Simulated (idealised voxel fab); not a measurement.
process module | voxel self aligned contacts
cross-section cut | 280 nm wide | cells 5 nm
A cross-section is a grid of square cells, given in bands from the top down. A band is one or more rows of cells.
Each band's line starts with the height of the band's top and of its bottom, in nm. Then come its materials from left to right, each with its width in nm. One material with "throughout" fills the band from edge to edge. "air" is empty space.
Height 0 is the level under which the wafer as received is all one material. The lowest band goes on downwards, as in "0 down".
A width such as "30 to 40" changes by the same amount from each row of cells to the next, from the band's top row to its bottom row.
"no change" after a step means that no cell of the cross-section changed.
closed voids: empty space of 8 cells or more with no open way to the top, each as width x height at its distance from the left edge, in nm
after a step's settings: what the simulator itself notes on the step
overlay nm, on a step with a mask: how far to the right of its planned place the mask lay; to the left if negative
plan
1 op RECEIVE | material Si
2 op CONFORMAL_DEP | material SiO2 | thk nm 5
3 op DIRECTIONAL_DEP | material polySi | thk nm 30
4 op DIRECTIONAL_DEP | material SiN | thk nm 20
5 op MASKED_ETCH | tone cover | mask id GATE | width nm 25 | pitch nm 50 | etch materials SiN | depth nm 20 | overlay nm 0
6 op MASKED_ETCH | tone cover | mask id GATE | width nm 25 | pitch nm 50 | etch materials polySi | depth nm 30 | overlay nm 0
7 op CONFORMAL_DEP | material SiN | thk nm 5
8 op DIRECTIONAL_ETCH | etch materials SiN | depth nm 5
9 op FILL_DEP | material SiO2 | thk nm 20
10 op CMP | height nm 65
11 op PATTERN | tone open | mask id CONTACT | material resist | width nm 35 | pitch nm 50 | thk nm 15 | overlay nm 0
12 op DIRECTIONAL_ETCH | etch materials SiO2 | depth nm 65
13 op STRIP | etch materials resist
14 op CONFORMAL_DEP | material TiN | thk nm 5
15 op FILL_DEP | material W | thk nm 10
16 op CMP | height nm 65
17 op CONFORMAL_DEP | material SiCN | thk nm 5
first wafer, as planned
as received, after step 1
  0 down: Si throughout
  closed voids: none
after step 2
  5 to 0: SiO2 throughout
  below 0: unchanged
after step 3
  35 to 5: polySi throughout
  below 5: unchanged
after step 4
  55 to 35: SiN throughout
  below 35: unchanged
after step 5
  55 to 35: air 75 | SiN 25 | air 25 | SiN 25 | air 25 | SiN 25 | air 80
  below 35: unchanged
after step 6
  55 to 35: air 75 | SiN 25 | air 25 | SiN 25 | air 25 | SiN 25 | air 80
  35 to 5: air 75 | polySi 25 | air 25 | polySi 25 | air 25 | polySi 25 | air 80
  below 5: unchanged
after step 7
  60 to 35: air 70 | SiN 35 | air 15 | SiN 35 | air 15 | SiN 35 | air 75
  35 to 10: air 70 | SiN 5 | polySi 25 | SiN 5 | air 15 | SiN 5 | polySi 25 | SiN 5 | air 15 | SiN 5 | polySi 25 | SiN 5 | air 75
  10 to 5: SiN 75 | polySi 25 | SiN 25 | polySi 25 | SiN 25 | polySi 25 | SiN 80
  below 5: unchanged
after step 8
  55 to 35: air 70 | SiN 35 | air 15 | SiN 35 | air 15 | SiN 35 | air 75
  35 to 5: air 70 | SiN 5 | polySi 25 | SiN 5 | air 15 | SiN 5 | polySi 25 | SiN 5 | air 15 | SiN 5 | polySi 25 | SiN 5 | air 75
  below 5: unchanged
after step 9
  75 to 55: SiO2 throughout
  55 to 35: SiO2 70 | SiN 35 | SiO2 15 | SiN 35 | SiO2 15 | SiN 35 | SiO2 75
  35 to 5: SiO2 70 | SiN 5 | polySi 25 | SiN 5 | SiO2 15 | SiN 5 | polySi 25 | SiN 5 | SiO2 15 | SiN 5 | polySi 25 | SiN 5 | SiO2 75
  below 5: unchanged
after step 10
  65 to 55: SiO2 throughout
  below 55: unchanged
after step 11
  80 to 65: resist 95 | air 35 | resist 15 | air 35 | resist 100
  below 65: unchanged
after step 12
  80 to 65: resist 95 | air 35 | resist 15 | air 35 | resist 100
  65 to 55: SiO2 95 | air 35 | SiO2 15 | air 35 | SiO2 100
  55 to 35: SiO2 70 | SiN 35 | air 15 | SiN 35 | air 15 | SiN 35 | SiO2 75
  35 to 5: SiO2 70 | SiN 5 | polySi 25 | SiN 5 | air 15 | SiN 5 | polySi 25 | SiN 5 | air 15 | SiN 5 | polySi 25 | SiN 5 | SiO2 75
  5 to 0: SiO2 105 | air 15 | SiO2 35 | air 15 | SiO2 110
  below 0: unchanged
after step 13
  65 to 55: SiO2 95 | air 35 | SiO2 15 | air 35 | SiO2 100
  below 55: unchanged
after step 14
  70 to 65: TiN 100 | air 25 | TiN 25 | air 25 | TiN 105
  65 to 55: SiO2 95 | TiN 5 to 15 | air 25 to 5 | TiN 5 to 15 | SiO2 15 | TiN 5 to 15 | air 25 to 5 | TiN 5 to 15 | SiO2 100
  55 to 35: SiO2 70 | SiN 35 | TiN 5 | air 5 | TiN 5 | SiN 35 | TiN 5 | air 5 | TiN 5 | SiN 35 | SiO2 75
  35 to 5: SiO2 70 | SiN 5 | polySi 25 | SiN 5 | TiN 5 | air 5 | TiN 5 | SiN 5 | polySi 25 | SiN 5 | TiN 5 | air 5 | TiN 5 | SiN 5 | polySi 25 | SiN 5 | SiO2 75
  5 to 0: SiO2 105 | TiN 15 | SiO2 35 | TiN 15 | SiO2 110
  below 0: unchanged
after step 15
  80 to 70: W throughout
  70 to 65: TiN 100 | W 25 | TiN 25 | W 25 | TiN 105
  65 to 55: SiO2 95 | TiN 5 to 15 | W 25 to 5 | TiN 5 to 15 | SiO2 15 | TiN 5 to 15 | W 25 to 5 | TiN 5 to 15 | SiO2 100
  55 to 35: SiO2 70 | SiN 35 | TiN 5 | W 5 | TiN 5 | SiN 35 | TiN 5 | W 5 | TiN 5 | SiN 35 | SiO2 75
  35 to 5: SiO2 70 | SiN 5 | polySi 25 | SiN 5 | TiN 5 | W 5 | TiN 5 | SiN 5 | polySi 25 | SiN 5 | TiN 5 | W 5 | TiN 5 | SiN 5 | polySi 25 | SiN 5 | SiO2 75
  below 5: unchanged
after step 16
  65 to 55: SiO2 95 | TiN 5 to 15 | W 25 to 5 | TiN 5 to 15 | SiO2 15 | TiN 5 to 15 | W 25 to 5 | TiN 5 to 15 | SiO2 100
  below 55: unchanged
after step 17
  70 to 65: SiCN throughout
  below 65: unchanged
second wafer: like start, like plan, one mistake. Through step 16 it matches the first wafer
when step 17 should have ended
  70 to 65: polySi throughout
  below 65: unchanged
what went wrong: step 17 ran as: op CONFORMAL_DEP | material polySi | thk nm 5
at the end the second wafer has, in cells: 56 fewer of SiCN | 56 more of polySi
